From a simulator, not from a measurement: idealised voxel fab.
process module | voxel self aligned vias
cross-section cut | 180 nm wide | cells 5 nm
A cross-section is a grid of square cells, given in bands from the top down. A band is one or more rows of cells.
Each band's line starts with the height of the band's top and of its bottom, in nm. Then come its materials from left to right, each with its width in nm. One material with "throughout" fills the band from edge to edge. "air" is empty space.
Height 0 is the level under which the wafer as received is all one material. The lowest band goes on downwards, as in "0 down".
A width such as "30 to 40" changes by the same amount from each row of cells to the next, from the band's top row to its bottom row.
"no change" after a step means that no cell of the cross-section changed.
closed voids: empty space of 8 cells or more with no open way to the top, each as width x height at its distance from the left edge, in nm
after a step's settings: what the simulator itself notes on the step
overlay nm, on a step with a mask: how far to the right of its planned place the mask lay; to the left if negative
plan
1 op RECEIVE | material Si
2 op CONFORMAL_DEP | material SiO2 | thk nm 10
3 op CONFORMAL_DEP | material SiCN | thk nm 5
4 op DIRECTIONAL_DEP | material lowk | thk nm 20
5 op MASKED_ETCH | tone open | mask id LINES | width nm 25 | pitch nm 65 | etch materials lowk | depth nm 20 | overlay nm 0
6 op CONFORMAL_DEP | material TiN | thk nm 5
7 op FILL_DEP | material W | thk nm 5
8 op CMP | height nm 35
9 op SELECTIVE_ETCH | etch materials W Ru TiN | depth nm 10
10 op FILL_DEP | material SiN | thk nm 5
11 op CMP | height nm 35
12 op DIRECTIONAL_DEP | material lowk | thk nm 15
13 op MASKED_ETCH | tone open | mask id VIAS | width nm 35 | etch materials lowk | depth nm 15 | overlay nm 0
14 op MASKED_ETCH | tone open | mask id VIAS | width nm 35 | etch materials SiN | depth nm 10 | overlay nm 0
15 op CONFORMAL_DEP | material TiN | thk nm 5
16 op FILL_DEP | material W | thk nm 5
17 op CMP | height nm 50
18 op CONFORMAL_DEP | material SiN | thk nm 5
as received, after step 1
  0 down: Si throughout
  closed voids: none
a wafer at the end: this start, this plan, one mistake
  55 to 50: SiN throughout
  50 to 40: W 35 | TiN 5 | lowk 35 | TiN 5 | W 100
  40 to 35: TiN 40 | lowk 35 | TiN 105
  35 to 25: lowk 45 | SiN 25 | lowk 40 | SiN 25 | lowk 45
  25 to 20: lowk 45 | TiN 5 | W 15 | TiN 5 | lowk 40 | TiN 5 | W 15 | TiN 5 | lowk 45
  20 to 15: lowk 45 | TiN 25 | lowk 40 | TiN 25 | lowk 45
  15 to 10: SiCN throughout
  10 to 0: SiO2 throughout
  0 down: Si throughout
  closed voids: none
what went wrong: step 13 ran as: op MASKED_ETCH | tone cover | mask id VIAS | width nm 35 | etch materials lowk | depth nm 15 | overlay nm 0
